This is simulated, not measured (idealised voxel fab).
Process module name: voxel ribs on slabs
Each square cell in cross-section cut measures 5 nm, and the section as a whole is 290 nm wide.
A cross-section in this document is a grid of square cells, and it is written down as bands, the top band listed before the ones below it; a band is made up of one or more rows of cells. What a band's entry tells you: where the top is and where the bottom is, as heights in nm, and after that what lies inside, material by material from left to right, each with its width in nm. Empty space is written as the word "blank", and a single material marked with the word "throughout" occupies the band from edge to edge. For the purposes of this specification, 0 denotes the height below which the wafer in its as-received condition is composed wholly of one material, and the lowermost band, lacking a lower limit, extends downward without end, as expressed in "0 nm and below". Width: "30..40" (first number = top row, second number = bottom row, same change from row to row of cells). Where a step carries "remains unaltered", the cross-section came out of it unchanged, cell for cell. Empty spaces counting at least 8 cells and having no open way to the top are listed in "Closed internal cavities". The notation width x height at distance is used for each, the distance being from the left edge and all three values in nm. Heads up: the bit after the settings on a step's line is the simulator's remark on that step. The line of a step may include "overlay nm". On a step with a mask, this value is how far to the right of its planned place the mask lay. A negative value means the mask lay to the left.
-- List of planned process steps
1,RECEIVE,material Si
2,DIRECTIONAL_DEP,material SiO2,thk nm 20
3,DIRECTIONAL_DEP,material polySi,thk nm 25
4,DIRECTIONAL_DEP,material aC,thk nm 10
5,PATTERN,tone cover,mask id RIB,material resist,width nm 20,thk nm 25,overlay nm 0
6,DIRECTIONAL_ETCH,etch materials aC,depth nm 10
7,STRIP,etch materials resist
8,DIRECTIONAL_ETCH,etch materials polySi,depth nm 5
9,STRIP,etch materials aC
10,PATTERN,tone cover,mask id SLAB,material resist,width nm 70,thk nm 15,overlay nm 0
11,DIRECTIONAL_ETCH,etch materials polySi,depth nm 20
12,STRIP,etch materials resist
13,FILL_DEP,material SiO2,thk nm 30
14,CMP,height nm 65
15,DIRECTIONAL_DEP,material W,thk nm 5
16,MASKED_ETCH,tone cover,mask id HEATER,width nm 30,etch materials W,depth nm 5,overlay nm 0
17,CONFORMAL_DEP,material SiO2,thk nm 5
-- Incoming wafer, cross-sectional view, post step 1
0 nm and below | Si throughout
Closed internal cavities: none
-- Final wafer profile in cross-section after the module, from the same start and plan as above, with one mistake made during processing
75 nm to 70 nm | SiO2 135 nm  blank 20 nm  SiO2 135 nm
70 nm to 65 nm | W 130 nm  SiO2 30 nm  W 130 nm
65 nm to 45 nm | SiO2 throughout
45 nm to 40 nm | SiO2 135 nm  polySi 20 nm  SiO2 135 nm
40 nm to 20 nm | SiO2 110 nm  polySi 70 nm  SiO2 110 nm
20 nm to 0 nm | SiO2 throughout
0 nm and below | Si throughout
Closed internal cavities: none
What was the processing mistake? step 16 deviated from plan and actually ran as MASKED_ETCH,tone open,mask id HEATER,width nm 30,etch materials W,depth nm 5,overlay nm 0
